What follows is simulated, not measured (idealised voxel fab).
The name of this process module is voxel transistor to metal.
Square cells of 5 nm make up the cross-section cut, whose width is 185 nm.
Think of the cross-section as a grid of square cells. We describe it in bands, top to bottom, and each band covers one or more rows of those cells.
Band: top and bottom heights (nm) first, top before bottom; then materials from left to right, widths in nm. "everywhere" marks a sole material filling the band edge to edge. "empty" denotes empty space.
Note: height 0 marks the level under which the wafer is uniformly one material as received. Lowest band unbounded below, written "0..down".
It should be noted that a width expressed as "30 to 40" varies in equal increments from row to row of cells within the band, taking the value of the first number at the top row and that of the second number at the bottom row.
No cell of the cross-section changed in a step that is given as "remains unaltered".
For the entry "Closed void listing", the listed items are empty spaces with no open way to the top whose size is 8 cells or more; each item follows the pattern width x height at distance, where distance is from the left edge and all three are in nm.
That trailing text on a step's line, after the settings, is the simulator's own remark on the step.
Each step line may optionally specify "overlay nm", which for a step with a mask gives the rightward distance between the mask's planned place and where it lay, a negative value indicating the leftward direction.
## These are the steps we planned for the process
1 RECEIVE with material Si
2 OXIDIZE with depth nm 5
3 CONFORMAL_DEP with material SiN, thk nm 10
4 MASKED_ETCH with tone cover, mask id ACTIVE, width nm 100, etch materials SiN, depth nm 10, overlay nm 0
5 MASKED_ETCH with tone cover, mask id ACTIVE, width nm 100, etch materials SiO2, depth nm 5, overlay nm 0
6 MASKED_ETCH with tone cover, mask id ACTIVE, width nm 100, etch materials Si, depth nm 20, overlay nm 0
7 OXIDIZE with depth nm 5
8 FILL_DEP with material SiO2, thk nm 10
9 CMP with height nm 10
10 SELECTIVE_ETCH with etch materials SiO2, depth nm 10
11 STRIP with etch materials SiN
12 SELECTIVE_ETCH with etch materials SiO2, depth nm 5
13 OXIDIZE with depth nm 5
14 DIRECTIONAL_DEP with material polySi, thk nm 25
15 DIRECTIONAL_DEP with material SiCN, thk nm 15
16 PATTERN with tone cover, mask id GATE, material resist, width nm 20, thk nm 20, overlay nm 0
17 DIRECTIONAL_ETCH with etch materials SiCN, depth nm 25
18 DIRECTIONAL_ETCH with etch materials polySi, depth nm 35
19 STRIP with etch materials resist
20 CONFORMAL_DEP with material SiN, thk nm 5
21 DIRECTIONAL_ETCH with etch materials SiN, depth nm 5
22 DIRECTIONAL_ETCH with etch materials SiO2, depth nm 5
23 DIRECTIONAL_ETCH with etch materials Si, depth nm 10
24 EPI with material nSi, thk nm 15
25 FILL_DEP with material SiO2, thk nm 10
26 CMP with height nm 35
27 DIRECTIONAL_DEP with material SiO2, thk nm 15
28 DIRECTIONAL_DEP with material aC, thk nm 10
29 PATTERN with tone open, mask id CONTACT, material resist, width nm 15, pitch nm 75, thk nm 25, overlay nm 0
30 DIRECTIONAL_ETCH with etch materials aC, depth nm 10
31 STRIP with etch materials resist
32 DIRECTIONAL_ETCH with etch materials SiO2, depth nm 55
33 STRIP with etch materials aC
34 CONFORMAL_DEP with material TiN, thk nm 5
35 FILL_DEP with material W, thk nm 10
36 CMP with height nm 50
37 CONFORMAL_DEP with material SiCN, thk nm 5
38 DIRECTIONAL_DEP with material lowk, thk nm 25
39 PATTERN with tone open, mask id METAL_1, material resist, width nm 15, pitch nm 75, thk nm 20, overlay nm 0
40 DIRECTIONAL_ETCH with etch materials lowk, depth nm 25
41 DIRECTIONAL_ETCH with etch materials SiCN, depth nm 5
42 STRIP with etch materials resist
43 CONFORMAL_DEP with material TiN, thk nm 5
44 FILL_DEP with material Ru, thk nm 5
45 CMP with height nm 80
46 CONFORMAL_DEP with material SiN, thk nm 5
## The following pertains to the first of two wafers, which was processed as planned
## Wafer cross-section on receipt, i.e. after step 1
0..down  Si everywhere
Closed void listing: none
## Wafer section view after processing step 2
0..-5  SiO2 everywhere
All layers under -5 are left as they were.
## Wafer section view after processing step 3
10..0  SiN everywhere
All layers under 0 are left as they were.
## Wafer section view after processing step 4
10..0  40 empty / 100 SiN / 45 empty
All layers under 0 are left as they were.
## Wafer section view after processing step 5
10..0  40 empty / 100 SiN / 45 empty
0..-5  40 empty / 100 SiO2 / 45 empty
All layers under -5 are left as they were.
## Wafer section view after processing step 6
10..0  40 empty / 100 SiN / 45 empty
0..-5  40 empty / 100 SiO2 / 45 empty
-5..-25  40 empty / 100 Si / 45 empty
All layers under -25 are left as they were.
## Wafer section view after processing step 7
10..0  40 empty / 100 SiN / 45 empty
0..-5  40 empty / 100 SiO2 / 45 empty
-5..-25  40 empty / 5 SiO2 / 90 Si / 5 SiO2 / 45 empty
-25..-30  45 SiO2 / 90 Si / 50 SiO2
All layers under -30 are left as they were.
## Wafer section view after processing step 8
20..10  SiO2 everywhere
10..0  40 SiO2 / 100 SiN / 45 SiO2
0..-5  SiO2 everywhere
-5..-30  45 SiO2 / 90 Si / 50 SiO2
All layers under -30 are left as they were.
## Wafer section view after processing step 9
10..0  40 SiO2 / 100 SiN / 45 SiO2
All layers under 0 are left as they were.
## Wafer section view after processing step 10
10..0  40 empty / 100 SiN / 45 empty
All layers under 0 are left as they were.
## Wafer section view after processing step 11
0..-5  SiO2 everywhere
All layers under -5 are left as they were.
## Wafer section view after processing step 12
-5..-30  45 SiO2 / 90 Si / 50 SiO2
All layers under -30 are left as they were.
## Wafer section view after processing step 13
-5..-10  SiO2 everywhere
All layers under -10 are left as they were.
## Wafer section view after processing step 14
20..-5  polySi everywhere
All layers under -5 are left as they were.
## Wafer section view after processing step 15
35..20  SiCN everywhere
All layers under 20 are left as they were.
## Wafer section view after processing step 16
55..35  80 empty / 20 resist / 85 empty
All layers under 35 are left as they were.
## Wafer section view after processing step 17
55..35  80 empty / 20 resist / 85 empty
35..20  80 empty / 20 SiCN / 85 empty
All layers under 20 are left as they were.
## Wafer section view after processing step 18
55..35  80 empty / 20 resist / 85 empty
35..20  80 empty / 20 SiCN / 85 empty
20..-5  80 empty / 20 polySi / 85 empty
All layers under -5 are left as they were.
## Wafer section view after processing step 19
35..20  80 empty / 20 SiCN / 85 empty
All layers under 20 are left as they were.
## Wafer section view after processing step 20
40..35  75 empty / 30 SiN / 80 empty
35..20  75 empty / 5 SiN / 20 SiCN / 5 SiN / 80 empty
20..0  75 empty / 5 SiN / 20 polySi / 5 SiN / 80 empty
0..-5  80 SiN / 20 polySi / 85 SiN
All layers under -5 are left as they were.
## Wafer section view after processing step 21
35..20  75 empty / 5 SiN / 20 SiCN / 5 SiN / 80 empty
20..-5  75 empty / 5 SiN / 20 polySi / 5 SiN / 80 empty
All layers under -5 are left as they were.
## Wafer section view after processing step 22
35..20  75 empty / 5 SiN / 20 SiCN / 5 SiN / 80 empty
20..-5  75 empty / 5 SiN / 20 polySi / 5 SiN / 80 empty
-5..-10  75 empty / 30 SiO2 / 80 empty
All layers under -10 are left as they were.
## Wafer section view after processing step 23
35..20  75 empty / 5 SiN / 20 SiCN / 5 SiN / 80 empty
20..-5  75 empty / 5 SiN / 20 polySi / 5 SiN / 80 empty
-5..-10  75 empty / 30 SiO2 / 80 empty
-10..-20  45 SiO2 / 30 empty / 30 Si / 30 empty / 50 SiO2
All layers under -20 are left as they were.
## Wafer section view after processing step 24
35..20  75 empty / 5 SiN / 20 SiCN / 5 SiN / 80 empty
20..5  75 empty / 5 SiN / 20 polySi / 5 SiN / 80 empty
5..-5  60 empty / 15 nSi / 5 SiN / 20 polySi / 5 SiN / 15 nSi / 65 empty
-5..-10  40 empty / 35 nSi / 30 SiO2 / 35 nSi / 45 empty
-10..-20  45 SiO2 / 30 nSi / 30 Si / 30 nSi / 50 SiO2
All layers under -20 are left as they were.
## Wafer section view after processing step 25
45..35  SiO2 everywhere
35..20  75 SiO2 / 5 SiN / 20 SiCN / 5 SiN / 80 SiO2
20..5  75 SiO2 / 5 SiN / 20 polySi / 5 SiN / 80 SiO2
5..-5  60 SiO2 / 15 nSi / 5 SiN / 20 polySi / 5 SiN / 15 nSi / 65 SiO2
-5..-10  40 SiO2 / 35 nSi / 30 SiO2 / 35 nSi / 45 SiO2
All layers under -10 are left as they were.
## Wafer section view after processing step 26
35..20  75 SiO2 / 5 SiN / 20 SiCN / 5 SiN / 80 SiO2
All layers under 20 are left as they were.
## Wafer section view after processing step 27
50..35  SiO2 everywhere
All layers under 35 are left as they were.
## Wafer section view after processing step 28
60..50  aC everywhere
All layers under 50 are left as they were.
## Wafer section view after processing step 29
85..60  45 resist / 15 empty / 60 resist / 15 empty / 50 resist
All layers under 60 are left as they were.
## Wafer section view after processing step 30
75..60  45 resist / 15 empty / 60 resist / 15 empty / 50 resist
60..50  45 aC / 15 empty / 60 aC / 15 empty / 50 aC
All layers under 50 are left as they were.
## Wafer section view after processing step 31
60..50  45 aC / 15 empty / 60 aC / 15 empty / 50 aC
All layers under 50 are left as they were.
## Wafer section view after processing step 32
60..50  45 aC / 15 empty / 60 aC / 15 empty / 50 aC
50..35  45 SiO2 / 15 empty / 60 SiO2 / 15 empty / 50 SiO2
35..20  45 SiO2 / 15 empty / 15 SiO2 / 5 SiN / 20 SiCN / 5 SiN / 15 SiO2 / 15 empty / 50 SiO2
20..5  45 SiO2 / 15 empty / 15 SiO2 / 5 SiN / 20 polySi / 5 SiN / 15 SiO2 / 15 empty / 50 SiO2
5..-5  45 SiO2 / 15 empty / 15 nSi / 5 SiN / 20 polySi / 5 SiN / 15 nSi / 15 empty / 50 SiO2
All layers under -5 are left as they were.
## Wafer section view after processing step 33
50..35  45 SiO2 / 15 empty / 60 SiO2 / 15 empty / 50 SiO2
All layers under 35 are left as they were.
## Wafer section view after processing step 34
55..50  50 TiN / 5 empty / 70 TiN / 5 empty / 55 TiN
50..35  45 SiO2 / 5 TiN / 5 empty / 5 TiN / 60 SiO2 / 5 TiN / 5 empty / 5 TiN / 50 SiO2
35..20  45 SiO2 / 5 TiN / 5 empty / 5 TiN / 15 SiO2 / 5 SiN / 20 SiCN / 5 SiN / 15 SiO2 / 5 TiN / 5 empty / 5 TiN / 50 SiO2
20..5  45 SiO2 / 5 TiN / 5 empty / 5 TiN / 15 SiO2 / 5 SiN / 20 polySi / 5 SiN / 15 SiO2 / 5 TiN / 5 empty / 5 TiN / 50 SiO2
5..0  45 SiO2 / 5 TiN / 5 empty / 5 TiN / 15 nSi / 5 SiN / 20 polySi / 5 SiN / 15 nSi / 5 TiN / 5 empty / 5 TiN / 50 SiO2
0..-5  45 SiO2 / 15 TiN / 15 nSi / 5 SiN / 20 polySi / 5 SiN / 15 nSi / 15 TiN / 50 SiO2
All layers under -5 are left as they were.
## Wafer section view after processing step 35
65..55  W everywhere
55..50  50 TiN / 5 W / 70 TiN / 5 W / 55 TiN
50..35  45 SiO2 / 5 TiN / 5 W / 5 TiN / 60 SiO2 / 5 TiN / 5 W / 5 TiN / 50 SiO2
35..20  45 SiO2 / 5 TiN / 5 W / 5 TiN / 15 SiO2 / 5 SiN / 20 SiCN / 5 SiN / 15 SiO2 / 5 TiN / 5 W / 5 TiN / 50 SiO2
20..5  45 SiO2 / 5 TiN / 5 W / 5 TiN / 15 SiO2 / 5 SiN / 20 polySi / 5 SiN / 15 SiO2 / 5 TiN / 5 W / 5 TiN / 50 SiO2
5..0  45 SiO2 / 5 TiN / 5 W / 5 TiN / 15 nSi / 5 SiN / 20 polySi / 5 SiN / 15 nSi / 5 TiN / 5 W / 5 TiN / 50 SiO2
All layers under 0 are left as they were.
## Wafer section view after processing step 36
50..35  45 SiO2 / 5 TiN / 5 W / 5 TiN / 60 SiO2 / 5 TiN / 5 W / 5 TiN / 50 SiO2
All layers under 35 are left as they were.
## Wafer section view after processing step 37
55..50  SiCN everywhere
All layers under 50 are left as they were.
## Wafer section view after processing step 38
80..55  lowk everywhere
All layers under 55 are left as they were.
## Wafer section view after processing step 39
100..80  45 resist / 15 empty / 60 resist / 15 empty / 50 resist
All layers under 80 are left as they were.
## Wafer section view after processing step 40
100..80  45 resist / 15 empty / 60 resist / 15 empty / 50 resist
80..55  45 lowk / 15 empty / 60 lowk / 15 empty / 50 lowk
All layers under 55 are left as they were.
## Wafer section view after processing step 41
100..80  45 resist / 15 empty / 60 resist / 15 empty / 50 resist
80..55  45 lowk / 15 empty / 60 lowk / 15 empty / 50 lowk
55..50  45 SiCN / 15 empty / 60 SiCN / 15 empty / 50 SiCN
All layers under 50 are left as they were.
## Wafer section view after processing step 42
80..55  45 lowk / 15 empty / 60 lowk / 15 empty / 50 lowk
All layers under 55 are left as they were.
## Wafer section view after processing step 43
85..80  50 TiN / 5 empty / 70 TiN / 5 empty / 55 TiN
80..55  45 lowk / 5 TiN / 5 empty / 5 TiN / 60 lowk / 5 TiN / 5 empty / 5 TiN / 50 lowk
55..50  45 SiCN / 15 TiN / 60 SiCN / 15 TiN / 50 SiCN
All layers under 50 are left as they were.
## Wafer section view after processing step 44
90..85  Ru everywhere
85..80  50 TiN / 5 Ru / 70 TiN / 5 Ru / 55 TiN
80..55  45 lowk / 5 TiN / 5 Ru / 5 TiN / 60 lowk / 5 TiN / 5 Ru / 5 TiN / 50 lowk
All layers under 55 are left as they were.
## Wafer section view after processing step 45
80..55  45 lowk / 5 TiN / 5 Ru / 5 TiN / 60 lowk / 5 TiN / 5 Ru / 5 TiN / 50 lowk
All layers under 55 are left as they were.
## Wafer section view after processing step 46
85..80  SiN everywhere
All layers under 80 are left as they were.
## The remaining wafer, second of the two, started like the first and was run to the same plan, except that one mistake was made along the way; the two coincide through step 5, inclusive
## At the planned end of step 6, the second wafer in cross-section
10..0  40 empty / 100 SiN / 45 empty
0..-5  40 empty / 100 SiO2 / 45 empty
-5..-45  40 empty / 100 Si / 45 empty
All layers under -45 are left as they were.
## At the planned end of step 7, the second wafer in cross-section
10..0  40 empty / 100 SiN / 45 empty
0..-5  40 empty / 100 SiO2 / 45 empty
-5..-45  40 empty / 5 SiO2 / 90 Si / 5 SiO2 / 45 empty
-45..-50  45 SiO2 / 90 Si / 50 SiO2
All layers under -50 are left as they were.
## At the planned end of step 8, the second wafer in cross-section
20..10  SiO2 everywhere
10..0  40 SiO2 / 100 SiN / 45 SiO2
0..-5  SiO2 everywhere
-5..-50  45 SiO2 / 90 Si / 50 SiO2
All layers under -50 are left as they were.
## At the planned end of step 9, the second wafer in cross-section
10..0  40 SiO2 / 100 SiN / 45 SiO2
All layers under 0 are left as they were.
## At the planned end of step 10, the second wafer in cross-section
10..0  40 empty / 100 SiN / 45 empty
All layers under 0 are left as they were.
## At the planned end of step 11, the second wafer in cross-section
0..-5  SiO2 everywhere
All layers under -5 are left as they were.
## At the planned end of step 12, the second wafer in cross-section
-5..-50  45 SiO2 / 90 Si / 50 SiO2
All layers under -50 are left as they were.
## At the planned end of step 13, the second wafer in cross-section
-5..-10  SiO2 everywhere
All layers under -10 are left as they were.
## At the planned end of step 14, the second wafer in cross-section
20..-5  polySi everywhere
All layers under -5 are left as they were.
## At the planned end of step 15, the second wafer in cross-section
35..20  SiCN everywhere
All layers under 20 are left as they were.
## At the planned end of step 16, the second wafer in cross-section
55..35  80 empty / 20 resist / 85 empty
All layers under 35 are left as they were.
## At the planned end of step 17, the second wafer in cross-section
55..35  80 empty / 20 resist / 85 empty
35..20  80 empty / 20 SiCN / 85 empty
All layers under 20 are left as they were.
## At the planned end of step 18, the second wafer in cross-section
55..35  80 empty / 20 resist / 85 empty
35..20  80 empty / 20 SiCN / 85 empty
20..-5  80 empty / 20 polySi / 85 empty
All layers under -5 are left as they were.
## At the planned end of step 19, the second wafer in cross-section
35..20  80 empty / 20 SiCN / 85 empty
All layers under 20 are left as they were.
## At the planned end of step 20, the second wafer in cross-section
40..35  75 empty / 30 SiN / 80 empty
35..20  75 empty / 5 SiN / 20 SiCN / 5 SiN / 80 empty
20..0  75 empty / 5 SiN / 20 polySi / 5 SiN / 80 empty
0..-5  80 SiN / 20 polySi / 85 SiN
All layers under -5 are left as they were.
## At the planned end of step 21, the second wafer in cross-section
35..20  75 empty / 5 SiN / 20 SiCN / 5 SiN / 80 empty
20..-5  75 empty / 5 SiN / 20 polySi / 5 SiN / 80 empty
All layers under -5 are left as they were.
## At the planned end of step 22, the second wafer in cross-section
35..20  75 empty / 5 SiN / 20 SiCN / 5 SiN / 80 empty
20..-5  75 empty / 5 SiN / 20 polySi / 5 SiN / 80 empty
-5..-10  75 empty / 30 SiO2 / 80 empty
All layers under -10 are left as they were.
## At the planned end of step 23, the second wafer in cross-section
35..20  75 empty / 5 SiN / 20 SiCN / 5 SiN / 80 empty
20..-5  75 empty / 5 SiN / 20 polySi / 5 SiN / 80 empty
-5..-10  75 empty / 30 SiO2 / 80 empty
-10..-20  45 SiO2 / 30 empty / 30 Si / 30 empty / 50 SiO2
All layers under -20 are left as they were.
## At the planned end of step 24, the second wafer in cross-section
35..20  75 empty / 5 SiN / 20 SiCN / 5 SiN / 80 empty
20..5  75 empty / 5 SiN / 20 polySi / 5 SiN / 80 empty
5..-5  60 empty / 15 nSi / 5 SiN / 20 polySi / 5 SiN / 15 nSi / 65 empty
-5..-10  40 empty / 35 nSi / 30 SiO2 / 35 nSi / 45 empty
-10..-20  45 SiO2 / 30 nSi / 30 Si / 30 nSi / 50 SiO2
All layers under -20 are left as they were.
## At the planned end of step 25, the second wafer in cross-section
45..35  SiO2 everywhere
35..20  75 SiO2 / 5 SiN / 20 SiCN / 5 SiN / 80 SiO2
20..5  75 SiO2 / 5 SiN / 20 polySi / 5 SiN / 80 SiO2
5..-5  60 SiO2 / 15 nSi / 5 SiN / 20 polySi / 5 SiN / 15 nSi / 65 SiO2
-5..-10  40 SiO2 / 35 nSi / 30 SiO2 / 35 nSi / 45 SiO2
All layers under -10 are left as they were.
## At the planned end of step 26, the second wafer in cross-section
35..20  75 SiO2 / 5 SiN / 20 SiCN / 5 SiN / 80 SiO2
All layers under 20 are left as they were.
## At the planned end of step 27, the second wafer in cross-section
50..35  SiO2 everywhere
All layers under 35 are left as they were.
## At the planned end of step 28, the second wafer in cross-section
60..50  aC everywhere
All layers under 50 are left as they were.
## At the planned end of step 29, the second wafer in cross-section
85..60  45 resist / 15 empty / 60 resist / 15 empty / 50 resist
All layers under 60 are left as they were.
## At the planned end of step 30, the second wafer in cross-section
75..60  45 resist / 15 empty / 60 resist / 15 empty / 50 resist
60..50  45 aC / 15 empty / 60 aC / 15 empty / 50 aC
All layers under 50 are left as they were.
## At the planned end of step 31, the second wafer in cross-section
60..50  45 aC / 15 empty / 60 aC / 15 empty / 50 aC
All layers under 50 are left as they were.
## At the planned end of step 32, the second wafer in cross-section
60..50  45 aC / 15 empty / 60 aC / 15 empty / 50 aC
50..35  45 SiO2 / 15 empty / 60 SiO2 / 15 empty / 50 SiO2
35..20  45 SiO2 / 15 empty / 15 SiO2 / 5 SiN / 20 SiCN / 5 SiN / 15 SiO2 / 15 empty / 50 SiO2
20..5  45 SiO2 / 15 empty / 15 SiO2 / 5 SiN / 20 polySi / 5 SiN / 15 SiO2 / 15 empty / 50 SiO2
5..-5  45 SiO2 / 15 empty / 15 nSi / 5 SiN / 20 polySi / 5 SiN / 15 nSi / 15 empty / 50 SiO2
All layers under -5 are left as they were.
## At the planned end of step 33, the second wafer in cross-section
50..35  45 SiO2 / 15 empty / 60 SiO2 / 15 empty / 50 SiO2
All layers under 35 are left as they were.
## At the planned end of step 34, the second wafer in cross-section
55..50  50 TiN / 5 empty / 70 TiN / 5 empty / 55 TiN
50..35  45 SiO2 / 5 TiN / 5 empty / 5 TiN / 60 SiO2 / 5 TiN / 5 empty / 5 TiN / 50 SiO2
35..20  45 SiO2 / 5 TiN / 5 empty / 5 TiN / 15 SiO2 / 5 SiN / 20 SiCN / 5 SiN / 15 SiO2 / 5 TiN / 5 empty / 5 TiN / 50 SiO2
20..5  45 SiO2 / 5 TiN / 5 empty / 5 TiN / 15 SiO2 / 5 SiN / 20 polySi / 5 SiN / 15 SiO2 / 5 TiN / 5 empty / 5 TiN / 50 SiO2
5..0  45 SiO2 / 5 TiN / 5 empty / 5 TiN / 15 nSi / 5 SiN / 20 polySi / 5 SiN / 15 nSi / 5 TiN / 5 empty / 5 TiN / 50 SiO2
0..-5  45 SiO2 / 15 TiN / 15 nSi / 5 SiN / 20 polySi / 5 SiN / 15 nSi / 15 TiN / 50 SiO2
All layers under -5 are left as they were.
## At the planned end of step 35, the second wafer in cross-section
65..55  W everywhere
55..50  50 TiN / 5 W / 70 TiN / 5 W / 55 TiN
50..35  45 SiO2 / 5 TiN / 5 W / 5 TiN / 60 SiO2 / 5 TiN / 5 W / 5 TiN / 50 SiO2
35..20  45 SiO2 / 5 TiN / 5 W / 5 TiN / 15 SiO2 / 5 SiN / 20 SiCN / 5 SiN / 15 SiO2 / 5 TiN / 5 W / 5 TiN / 50 SiO2
20..5  45 SiO2 / 5 TiN / 5 W / 5 TiN / 15 SiO2 / 5 SiN / 20 polySi / 5 SiN / 15 SiO2 / 5 TiN / 5 W / 5 TiN / 50 SiO2
5..0  45 SiO2 / 5 TiN / 5 W / 5 TiN / 15 nSi / 5 SiN / 20 polySi / 5 SiN / 15 nSi / 5 TiN / 5 W / 5 TiN / 50 SiO2
All layers under 0 are left as they were.
## At the planned end of step 36, the second wafer in cross-section
50..35  45 SiO2 / 5 TiN / 5 W / 5 TiN / 60 SiO2 / 5 TiN / 5 W / 5 TiN / 50 SiO2
All layers under 35 are left as they were.
## At the planned end of step 37, the second wafer in cross-section
55..50  SiCN everywhere
All layers under 50 are left as they were.
## At the planned end of step 38, the second wafer in cross-section
80..55  lowk everywhere
All layers under 55 are left as they were.
## At the planned end of step 39, the second wafer in cross-section
100..80  45 resist / 15 empty / 60 resist / 15 empty / 50 resist
All layers under 80 are left as they were.
## At the planned end of step 40, the second wafer in cross-section
100..80  45 resist / 15 empty / 60 resist / 15 empty / 50 resist
80..55  45 lowk / 15 empty / 60 lowk / 15 empty / 50 lowk
All layers under 55 are left as they were.
## At the planned end of step 41, the second wafer in cross-section
100..80  45 resist / 15 empty / 60 resist / 15 empty / 50 resist
80..55  45 lowk / 15 empty / 60 lowk / 15 empty / 50 lowk
55..50  45 SiCN / 15 empty / 60 SiCN / 15 empty / 50 SiCN
All layers under 50 are left as they were.
## At the planned end of step 42, the second wafer in cross-section
80..55  45 lowk / 15 empty / 60 lowk / 15 empty / 50 lowk
All layers under 55 are left as they were.
## At the planned end of step 43, the second wafer in cross-section
85..80  50 TiN / 5 empty / 70 TiN / 5 empty / 55 TiN
80..55  45 lowk / 5 TiN / 5 empty / 5 TiN / 60 lowk / 5 TiN / 5 empty / 5 TiN / 50 lowk
55..50  45 SiCN / 15 TiN / 60 SiCN / 15 TiN / 50 SiCN
All layers under 50 are left as they were.
## At the planned end of step 44, the second wafer in cross-section
90..85  Ru everywhere
85..80  50 TiN / 5 Ru / 70 TiN / 5 Ru / 55 TiN
80..55  45 lowk / 5 TiN / 5 Ru / 5 TiN / 60 lowk / 5 TiN / 5 Ru / 5 TiN / 50 lowk
All layers under 55 are left as they were.
## At the planned end of step 45, the second wafer in cross-section
80..55  45 lowk / 5 TiN / 5 Ru / 5 TiN / 60 lowk / 5 TiN / 5 Ru / 5 TiN / 50 lowk
All layers under 55 are left as they were.
## At the planned end of step 46, the second wafer in cross-section
85..80  SiN everywhere
All layers under 80 are left as they were.
Run error: execution of plan step 6 occurred twice
Final difference in cells, second wafer against first, listed per material as more or fewer: Si -76 | SiO2 +76
